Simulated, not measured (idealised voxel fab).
process module | voxel wiring stack
cross-section cut | 210 nm wide | cells 5 nm
A cross-section is a grid of square cells, given in bands from the top down. A band is one or more rows of cells.
Each band's line starts with the height of the band's top and of its bottom, in nm. Then come its materials from left to right, each with its width in nm. One material with "throughout" fills the band from edge to edge. "air" is empty space.
Height 0 is the level under which the wafer as received is all one material. The lowest band goes on downwards, as in "0 down".
A width such as "30 to 40" changes by the same amount from each row of cells to the next, from the band's top row to its bottom row.
"no change" after a step means that no cell of the cross-section changed.
closed voids: empty space of 8 cells or more with no open way to the top, each as width x height at its distance from the left edge, in nm
after a step's settings: what the simulator itself notes on the step
overlay nm, on a step with a mask: how far to the right of its planned place the mask lay; to the left if negative
plan
1 op RECEIVE | material Si
2 op CONFORMAL_DEP | material SiO2 | thk nm 10
3 op CONFORMAL_DEP | material SiN | thk nm 5
4 op DIRECTIONAL_DEP | material lowk | thk nm 25
5 op DIRECTIONAL_DEP | material aC | thk nm 15
6 op PATTERN | tone open | mask id METAL_1 | material resist | width nm 30 | pitch nm 45 | thk nm 30 | overlay nm 0
7 op DIRECTIONAL_ETCH | etch materials aC | depth nm 15
8 op STRIP | etch materials resist
9 op DIRECTIONAL_ETCH | etch materials lowk | depth nm 25
10 op DIRECTIONAL_ETCH | etch materials SiN | depth nm 5
11 op STRIP | etch materials aC
12 op CONFORMAL_DEP | material TiN | thk nm 5
13 op FILL_DEP | material Cu | thk nm 5
14 op CMP | height nm 40
15 op CONFORMAL_DEP | material SiCN | thk nm 5
16 op DIRECTIONAL_DEP | material lowk | thk nm 35
17 op DIRECTIONAL_DEP | material aC | thk nm 15
18 op PATTERN | tone open | mask id METAL_2_HOLES | material resist | width nm 15 | thk nm 35 | overlay nm 0
19 op DIRECTIONAL_ETCH | etch materials aC | depth nm 15
20 op STRIP | etch materials resist
21 op DIRECTIONAL_ETCH | etch materials lowk | depth nm 35
22 op STRIP | etch materials aC
23 op DIRECTIONAL_DEP | material aC | thk nm 15
24 op PATTERN | tone open | mask id METAL_2 | material resist | width nm 30 | pitch nm 45 | thk nm 30 | overlay nm 0
25 op DIRECTIONAL_ETCH | etch materials aC | depth nm 15
26 op STRIP | etch materials resist
27 op DIRECTIONAL_ETCH | etch materials lowk | depth nm 20
28 op DIRECTIONAL_ETCH | etch materials SiCN | depth nm 5
29 op STRIP | etch materials aC
30 op CONFORMAL_DEP | material TiN | thk nm 5
31 op FILL_DEP | material Cu | thk nm 5
32 op CMP | height nm 80
33 op CONFORMAL_DEP | material SiCN | thk nm 5
34 op DIRECTIONAL_DEP | material SiO2 | thk nm 15
35 op MASKED_ETCH | tone open | mask id PLUG_2 | width nm 15 | etch materials SiO2 | depth nm 15 | overlay nm 0
36 op MASKED_ETCH | tone open | mask id PLUG_2 | width nm 15 | etch materials SiCN | depth nm 5 | overlay nm 0
37 op EPI | material Ru | thk nm 10
38 op EPI | material Ru | thk nm 10
39 op CONFORMAL_DEP | material SiN | thk nm 5
40 op DIRECTIONAL_DEP | material lowk | thk nm 20
41 op PATTERN | tone open | mask id METAL_3 | material resist | width nm 30 | pitch nm 45 | thk nm 20 | overlay nm 0
42 op DIRECTIONAL_ETCH | etch materials lowk | depth nm 20
43 op DIRECTIONAL_ETCH | etch materials SiN | depth nm 5
44 op STRIP | etch materials resist
45 op CONFORMAL_DEP | material TiN | thk nm 5
46 op FILL_DEP | material W | thk nm 5
47 op CMP | height nm 125
48 op CONFORMAL_DEP | material SiCN | thk nm 5
as received, after step 1
  0 down: Si throughout
  closed voids: none
first wafer at the end, as planned
  130 to 125: SiCN throughout
  125 to 105: lowk 65 | TiN 5 | W 20 | TiN 5 | lowk 15 | TiN 5 | W 20 | TiN 5 | lowk 70
  105 to 100: SiN 65 | TiN 30 | SiN 15 | TiN 30 | SiN 70
  100 to 85: SiO2 65 | Ru 15 | SiO2 130
  85 to 80: SiCN 65 | Ru 15 | SiCN 130
  80 to 65: lowk 65 | TiN 5 | Cu 20 | TiN 5 | lowk 15 | TiN 5 | Cu 20 | TiN 5 | lowk 70
  65 to 60: lowk 65 | TiN 5 | Cu 5 | TiN 20 | lowk 15 | TiN 30 | lowk 70
  60 to 45: lowk 65 | TiN 5 | Cu 5 | TiN 5 | lowk 130
  45 to 40: SiCN 65 | TiN 15 | SiCN 130
  40 to 15: lowk 65 | TiN 5 | Cu 20 | TiN 5 | lowk 15 | TiN 5 | Cu 20 | TiN 5 | lowk 70
  15 to 10: SiN 65 | TiN 30 | SiN 15 | TiN 30 | SiN 70
  10 to 0: SiO2 throughout
  0 down: Si throughout
  closed voids: none
second wafer at the end: like start, like plan, one mistake
  130 to 125: SiCN throughout
  125 to 105: lowk 65 | TiN 5 | W 20 | TiN 5 | lowk 15 | TiN 5 | W 20 | TiN 5 | lowk 70
  105 to 100: SiN 65 | TiN 30 | SiN 15 | TiN 30 | SiN 70
  100 to 85: SiO2 65 | Ru 15 | SiO2 130
  85 to 80: SiCN 65 | Ru 15 | SiCN 130
  80 to 65: lowk 65 | TiN 5 | Cu 20 | TiN 5 | lowk 15 | TiN 5 | Cu 20 | TiN 5 | lowk 70
  65 to 60: lowk 65 | TiN 5 | Cu 5 | TiN 20 | lowk 15 | TiN 30 | lowk 70
  60 to 45: lowk 65 | TiN 5 | Cu 5 | TiN 5 | lowk 130
  45 to 40: SiCN 65 | TiN 15 | SiCN 130
  40 to 15: lowk 65 | TiN 5 | SiCN 20 | TiN 5 | lowk 15 | TiN 5 | SiCN 20 | TiN 5 | lowk 70
  15 to 10: SiN 65 | TiN 30 | SiN 15 | TiN 30 | SiN 70
  10 to 0: SiO2 throughout
  0 down: Si throughout
  closed voids: none
what went wrong: step 13 ran as: op FILL_DEP | material SiCN | thk nm 5
at the end the second wafer has, in cells: 40 fewer of Cu | 40 more of SiCN
